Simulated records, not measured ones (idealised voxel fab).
process module | voxel transistor to metal
cross-section cut | 300 nm wide | cells 5 nm
A cross-section is a grid of square cells, given in bands from the top down. A band is one or more rows of cells.
Each band's line starts with the height of the band's top and of its bottom, in nm. Then come its materials from left to right, each with its width in nm. One material with "throughout" fills the band from edge to edge. "air" is empty space.
Height 0 is the level under which the wafer as received is all one material. The lowest band goes on downwards, as in "0 down".
A width such as "30 to 40" changes by the same amount from each row of cells to the next, from the band's top row to its bottom row.
"no change" after a step means that no cell of the cross-section changed.
closed voids: empty space of 8 cells or more with no open way to the top, each as width x height at its distance from the left edge, in nm
after a step's settings: what the simulator itself notes on the step
overlay nm, on a step with a mask: how far to the right of its planned place the mask lay; to the left if negative
plan
1 op RECEIVE | material Si
2 op CONFORMAL_DEP | material SiO2 | thk nm 5
3 op CONFORMAL_DEP | material SiN | thk nm 10
4 op DIRECTIONAL_DEP | material aC | thk nm 15
5 op PATTERN | tone cover | mask id ACTIVE | material resist | width nm 105 | pitch nm 135 | thk nm 30 | overlay nm 0
6 op DIRECTIONAL_ETCH | etch materials aC | depth nm 15
7 op STRIP | etch materials resist
8 op DIRECTIONAL_ETCH | etch materials SiN | depth nm 10
9 op DIRECTIONAL_ETCH | etch materials SiO2 | depth nm 5
10 op DIRECTIONAL_ETCH | etch materials Si | depth nm 35
11 op STRIP | etch materials aC
12 op FILL_DEP | material SiO2 | thk nm 15
13 op CMP | height nm 15
14 op SELECTIVE_ETCH | etch materials SiO2 | depth nm 5
15 op STRIP | etch materials SiN
16 op SELECTIVE_ETCH | etch materials SiO2 | depth nm 5
17 op OXIDIZE | depth nm 5
18 op DIRECTIONAL_DEP | material polySi | thk nm 20
19 op DIRECTIONAL_DEP | material SiCN | thk nm 15
20 op DIRECTIONAL_DEP | material aC | thk nm 15
21 op PATTERN | tone cover | mask id GATE | material resist | width nm 25 | pitch nm 135 | thk nm 30 | overlay nm 0
22 op DIRECTIONAL_ETCH | etch materials aC | depth nm 15
23 op STRIP | etch materials resist
24 op DIRECTIONAL_ETCH | etch materials SiCN | depth nm 25
25 op DIRECTIONAL_ETCH | etch materials polySi | depth nm 30
26 op STRIP | etch materials aC
27 op CONFORMAL_DEP | material SiO2 | thk nm 5
28 op DIRECTIONAL_ETCH | etch materials SiO2 | depth nm 5
29 op CONFORMAL_DEP | material SiN | thk nm 5
30 op DIRECTIONAL_ETCH | etch materials SiN | depth nm 5
31 op DIRECTIONAL_ETCH | etch materials SiO2 | depth nm 5
32 op DIRECTIONAL_ETCH | etch materials Si | depth nm 15
33 op EPI | material nSi | thk nm 15
34 op FILL_DEP | material SiO2 | thk nm 10
35 op CMP | height nm 35
36 op DIRECTIONAL_DEP | material SiO2 | thk nm 15
37 op PATTERN | tone open | mask id CONTACT | material resist | width nm 20 | thk nm 15 | overlay nm 0
38 op DIRECTIONAL_ETCH | etch materials SiO2 | depth nm 40
39 op STRIP | etch materials resist
40 op CONFORMAL_DEP | material TiN | thk nm 5
41 op FILL_DEP | material W | thk nm 5
42 op CMP | height nm 50
43 op CONFORMAL_DEP | material SiCN | thk nm 5
44 op DIRECTIONAL_DEP | material SiO2 | thk nm 25
45 op PATTERN | tone open | mask id METAL_1 | material resist | width nm 15 | thk nm 15 | overlay nm 0
46 op DIRECTIONAL_ETCH | etch materials SiO2 | depth nm 25
47 op DIRECTIONAL_ETCH | etch materials SiCN | depth nm 5
48 op STRIP | etch materials resist
49 op CONFORMAL_DEP | material TiN | thk nm 5
50 op FILL_DEP | material W | thk nm 10
51 op CMP | height nm 80
52 op CONFORMAL_DEP | material SiCN | thk nm 5
varied across the wafers: width nm of step 45. The plan shows the first wafer's value. All wafers start alike
first wafer as received, after step 1
  0 down: Si throughout
  closed voids: none
each wafer at the end: cells of each material gained (+) or lost (-) since it was received, then its closed voids
width nm 15 | -228 Si | +138 SiCN | +32 SiN | +714 SiO2 | +124 TiN | +76 W | +124 nSi | +40 polySi | closed voids: none
width nm 20 | -228 Si | +134 SiCN | +32 SiN | +694 SiO2 | +128 TiN | +96 W | +124 nSi | +40 polySi | closed voids: none
width nm 25 | -228 Si | +130 SiCN | +32 SiN | +674 SiO2 | +132 TiN | +116 W | +124 nSi | +40 polySi | closed voids: none
width nm 30 | -228 Si | +126 SiCN | +32 SiN | +654 SiO2 | +136 TiN | +136 W | +124 nSi | +40 polySi | closed voids: none
width nm 35 | -228 Si | +122 SiCN | +32 SiN | +634 SiO2 | +140 TiN | +156 W | +124 nSi | +40 polySi | closed voids: none
